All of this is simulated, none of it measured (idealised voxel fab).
Proc. module: voxel tone inversion
The cross-section on display is named cut; it measures 230 nm wide, and its cells are 5 nm squares.
Cross-section layout: square cells on a grid; listed as bands, top to bottom; a band spans one or more cell rows. Band: top height; bottom height; in nm. Then, left to right: material with width in nm, for each material. "full width": a single material spanning edge to edge. "air": empty space. The reference from which all heights are counted is 0, the level beneath which the as-received wafer is entirely one material; the lowest band, having no lower bound, proceeds downward and is written after the example "0 down". It should be noted that a width expressed as "30->40" varies in equal increments from row to row of cells within the band, taking the value of the first number at the top row and that of the second number at the bottom row. A step reported as "everything unchanged" is a step in which no cell of the cross-section changed. Listed in "Closed internal cavities": every empty space of 8 or more cells without an open way to the top. Form: width x height at distance, the distance being from the left edge, all in nm. Read whatever lies past the settings on a step's line as the simulator's own remark about the step. "overlay nm" answers the question of how far to the right of plan the mask lay on a step that has a mask, and when it is negative the answer is to the left.

Process steps - plan
- 1: RECEIVE with material Si
- 2: CONFORMAL_DEP with material SiCN, thk nm 10
- 3: DIRECTIONAL_DEP with material polySi, thk nm 20
- 4: PATTERN with tone cover, mask id POSTS, material resist, width nm 15, pitch nm 40, thk nm 30, overlay nm 0
- 5: DIRECTIONAL_ETCH with etch materials polySi, depth nm 20
- 6: STRIP with etch materials resist
- 7: FILL_DEP with material lowk, thk nm 10
- 8: CMP with height nm 30
- 9: STRIP with etch materials polySi
- 10: CONFORMAL_DEP with material TiN, thk nm 5
- 11: FILL_DEP with material Ru, thk nm 10
- 12: CMP with height nm 30
- 13: CONFORMAL_DEP with material SiN, thk nm 5

Wafer at receipt (post step 1), cross-section
0 down  Si full width
Closed internal cavities: none

First of two wafers at the end of the module, shown in cross-section; run carried out as planned
35 to 30  SiN full width
30 to 15  lowk 65 nm  TiN 5 nm  Ru 5 nm  TiN 5 nm  lowk 25 nm  TiN 5 nm  Ru 5 nm  TiN 5 nm  lowk 25 nm  TiN 5 nm  Ru 5 nm  TiN 5 nm  lowk 70 nm
15 to 10  lowk 65 nm  TiN 15 nm  lowk 25 nm  TiN 15 nm  lowk 25 nm  TiN 15 nm  lowk 70 nm
10 to 0  SiCN full width
0 down  Si full width
Closed internal cavities: none

The second wafer, shown in cross-section after the module: started the same way as the first and given the same plan, yet one mistake crept into how it was run
35 to 30  SiN full width
30 to 20  SiCN full width
20 to 0  polySi full width
0 down  Si full width
Closed internal cavities: none
The plan and the run diverged here: plan vs actual: 2 and 3 interchanged
Final comparison by cell count, materials where the second wafer has more or fewer than the first: 9 fewer of Ru; 27 fewer of TiN; 148 fewer of lowk; 184 more of polySi
